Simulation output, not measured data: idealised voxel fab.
A process module follows: voxel gate over fins.
Displayed cross-section: cut, width of 285 nm, square cells sized 5 nm.
We lay out every cross-section as a grid of square cells and spell it out in bands from the top down, where one band means one or more rows of cells.
Band: top height; bottom height; in nm. Then, left to right: material with width in nm, for each material. "throughout": a single material spanning edge to edge. "blank": empty space.
All heights in this document are referenced to 0, defined as the level beneath which the wafer, as received, consists entirely of one material. The lowest band is not bounded below; it extends indefinitely downward and is written in the form "z 0 and below".
A width given as "30 to 40" starts at the first number in the band's top row and ends at the second number in its bottom row, shifting by an equal amount at every step from row to row.
Step marked "all unchanged"? Then no cell in the cross-section changed in it.
Under "Enclosed void entries" you'll find the enclosed gaps, the ones with no way out to the top, that are 8 cells or bigger; each reads width x height at distance, with distance counted from the left edge, everything in nm.
On a step's line, text after the settings is the simulator commenting on that step.
overlay nm: step with mask; distance mask lay right of planned place; negative value = left of planned place.

These are the steps we planned for the process
1 RECEIVE [material Si]
2 CONFORMAL_DEP [material SiN] [thk nm 5]
3 MASKED_ETCH [tone cover] [mask id FINS] [width nm 15] [pitch nm 55] [etch materials SiN] [depth nm 5] [overlay nm 0]
4 MASKED_ETCH [tone cover] [mask id FINS] [width nm 15] [pitch nm 55] [etch materials Si] [depth nm 40] [overlay nm 0]
5 OXIDIZE [depth nm 5]
6 FILL_DEP [material SiO2] [thk nm 15]
7 CMP [height nm 5]
8 MASKED_ETCH [tone open] [mask id RAIL] [width nm 15] [etch materials SiO2] [depth nm 40] [overlay nm 0]
9 CONFORMAL_DEP [material TiN] [thk nm 5]
10 FILL_DEP [material W] [thk nm 5]
11 CMP [height nm 5]
12 SELECTIVE_ETCH [etch materials W Ru TiN] [depth nm 25]
13 FILL_DEP [material SiO2] [thk nm 5]
14 CMP [height nm 5]
15 SELECTIVE_ETCH [etch materials SiO2] [depth nm 20]
16 STRIP [etch materials SiN]
17 CONFORMAL_DEP [material HfO2] [thk nm 5]
18 CONFORMAL_DEP [material TiN] [thk nm 5]
19 FILL_DEP [material W] [thk nm 15]
20 CMP [height nm 20]
21 CONFORMAL_DEP [material SiCN] [thk nm 5]

As-received state of the wafer in cross-section, equivalent to post-step 1
- z 0 and below | Si throughout
- Enclosed void entries: none

Post-module cross-section of the first of two wafers (run per plan)
- z 25 to 20 | SiCN throughout
- z 20 to 10 | W throughout
- z 10 to 5 | 45 nm W, then 25 nm TiN, then 30 nm W, then 25 nm TiN, then 30 nm W, then 25 nm TiN, then 30 nm W, then 25 nm TiN, then 50 nm W
- z 5 to 0 | 45 nm W, then 5 nm TiN, then 15 nm HfO2, then 5 nm TiN, then 30 nm W, then 5 nm TiN, then 15 nm HfO2, then 5 nm TiN, then 30 nm W, then 5 nm TiN, then 15 nm HfO2, then 5 nm TiN, then 30 nm W, then 5 nm TiN, then 15 nm HfO2, then 5 nm TiN, then 50 nm W
- z 0 to -5 | 45 nm W, then 5 nm TiN, then 5 nm HfO2, then 5 nm Si, then 5 nm HfO2, then 5 nm TiN, then 30 nm W, then 5 nm TiN, then 5 nm HfO2, then 5 nm Si, then 5 nm HfO2, then 5 nm TiN, then 30 nm W, then 5 nm TiN, then 5 nm HfO2, then 5 nm Si, then 5 nm HfO2, then 5 nm TiN, then 30 nm W, then 5 nm TiN, then 5 nm HfO2, then 5 nm Si, then 5 nm HfO2, then 5 nm TiN, then 50 nm W
- z -5 to -10 | 50 nm TiN, then 5 nm HfO2, then 5 nm Si, then 5 nm HfO2, then 40 nm TiN, then 5 nm HfO2, then 5 nm Si, then 5 nm HfO2, then 40 nm TiN, then 5 nm HfO2, then 5 nm Si, then 5 nm HfO2, then 40 nm TiN, then 5 nm HfO2, then 5 nm Si, then 5 nm HfO2, then 55 nm TiN
- z -10 to -15 | 55 nm HfO2, then 5 nm Si, then 50 nm HfO2, then 5 nm Si, then 50 nm HfO2, then 5 nm Si, then 50 nm HfO2, then 5 nm Si, then 60 nm HfO2
- z -15 to -20 | 55 nm SiO2, then 5 nm Si, then 50 nm SiO2, then 5 nm Si, then 50 nm SiO2, then 5 nm Si, then 50 nm SiO2, then 5 nm Si, then 60 nm SiO2
- z -20 to -30 | 55 nm SiO2, then 5 nm Si, then 15 nm SiO2, then 5 nm TiN, then 5 nm W, then 5 nm TiN, then 20 nm SiO2, then 5 nm Si, then 50 nm SiO2, then 5 nm Si, then 50 nm SiO2, then 5 nm Si, then 60 nm SiO2
- z -30 to -35 | 55 nm SiO2, then 5 nm Si, then 15 nm SiO2, then 15 nm TiN, then 20 nm SiO2, then 5 nm Si, then 50 nm SiO2, then 5 nm Si, then 50 nm SiO2, then 5 nm Si, then 60 nm SiO2
- z -35 to -45 | 55 nm SiO2, then 5 nm Si, then 50 nm SiO2, then 5 nm Si, then 50 nm SiO2, then 5 nm Si, then 50 nm SiO2, then 5 nm Si, then 60 nm SiO2
- z -45 and below | Si throughout
- Enclosed void entries: none

second wafer at the end: like start, like plan, one mistake
- z 25 to 20 | SiCN throughout
- z 20 to 10 | W throughout
- z 10 to 5 | 45 nm W, then 25 nm TiN, then 30 nm W, then 25 nm TiN, then 30 nm W, then 25 nm TiN, then 30 nm W, then 25 nm TiN, then 50 nm W
- z 5 to 0 | 45 nm W, then 5 nm TiN, then 15 nm HfO2, then 5 nm TiN, then 30 nm W, then 5 nm TiN, then 15 nm HfO2, then 5 nm TiN, then 30 nm W, then 5 nm TiN, then 15 nm HfO2, then 5 nm TiN, then 30 nm W, then 5 nm TiN, then 15 nm HfO2, then 5 nm TiN, then 50 nm W
- z 0 to -5 | 45 nm W, then 5 nm TiN, then 5 nm HfO2, then 5 nm Si, then 5 nm HfO2, then 5 nm TiN, then 30 nm W, then 5 nm TiN, then 5 nm HfO2, then 5 nm Si, then 5 nm HfO2, then 5 nm TiN, then 30 nm W, then 5 nm TiN, then 5 nm HfO2, then 5 nm Si, then 5 nm HfO2, then 5 nm TiN, then 30 nm W, then 5 nm TiN, then 5 nm HfO2, then 5 nm Si, then 5 nm HfO2, then 5 nm TiN, then 50 nm W
- z -5 to -10 | 50 nm TiN, then 5 nm HfO2, then 5 nm Si, then 5 nm HfO2, then 40 nm TiN, then 5 nm HfO2, then 5 nm Si, then 5 nm HfO2, then 40 nm TiN, then 5 nm HfO2, then 5 nm Si, then 5 nm HfO2, then 40 nm TiN, then 5 nm HfO2, then 5 nm Si, then 5 nm HfO2, then 55 nm TiN
- z -10 to -15 | 55 nm HfO2, then 5 nm Si, then 50 nm HfO2, then 5 nm Si, then 50 nm HfO2, then 5 nm Si, then 50 nm HfO2, then 5 nm Si, then 60 nm HfO2
- z -15 to -20 | 55 nm SiO2, then 5 nm Si, then 50 nm SiO2, then 5 nm Si, then 50 nm SiO2, then 5 nm Si, then 50 nm SiO2, then 5 nm Si, then 60 nm SiO2
- z -20 to -30 | 45 nm W, then 5 nm TiN, then 5 nm SiO2, then 5 nm Si, then 5 nm SiO2, then 10 nm TiN, then 15 nm SiO2, then 5 nm TiN, then 5 nm W, then 5 nm TiN, then 5 nm SiO2, then 5 nm Si, then 5 nm SiO2, then 5 nm TiN, then 30 nm W, then 5 nm TiN, then 5 nm SiO2, then 5 nm Si, then 5 nm SiO2, then 5 nm TiN, then 30 nm W, then 5 nm TiN, then 5 nm SiO2, then 5 nm Si, then 5 nm SiO2, then 5 nm TiN, then 50 nm W
- z -30 to -35 | 50 nm TiN, then 5 nm SiO2, then 5 nm Si, then 5 nm SiO2, then 10 nm TiN, then 15 nm SiO2, then 15 nm TiN, then 5 nm SiO2, then 5 nm Si, then 5 nm SiO2, then 40 nm TiN, then 5 nm SiO2, then 5 nm Si, then 5 nm SiO2, then 40 nm TiN, then 5 nm SiO2, then 5 nm Si, then 5 nm SiO2, then 55 nm TiN
- z -35 to -45 | 55 nm SiO2, then 5 nm Si, then 50 nm SiO2, then 5 nm Si, then 50 nm SiO2, then 5 nm Si, then 50 nm SiO2, then 5 nm Si, then 60 nm SiO2
- z -45 and below | Si throughout
- Enclosed void entries: none
What was the processing mistake? step 8 did not use the planned setting and instead ran as MASKED_ETCH [tone cover] [mask id RAIL] [width nm 15] [etch materials SiO2] [depth nm 40] [overlay nm 0]
The second wafer ends with more or fewer cells of some materials than the first, per final count: SiO2: 117 fewer, TiN: 55 more, W: 62 more
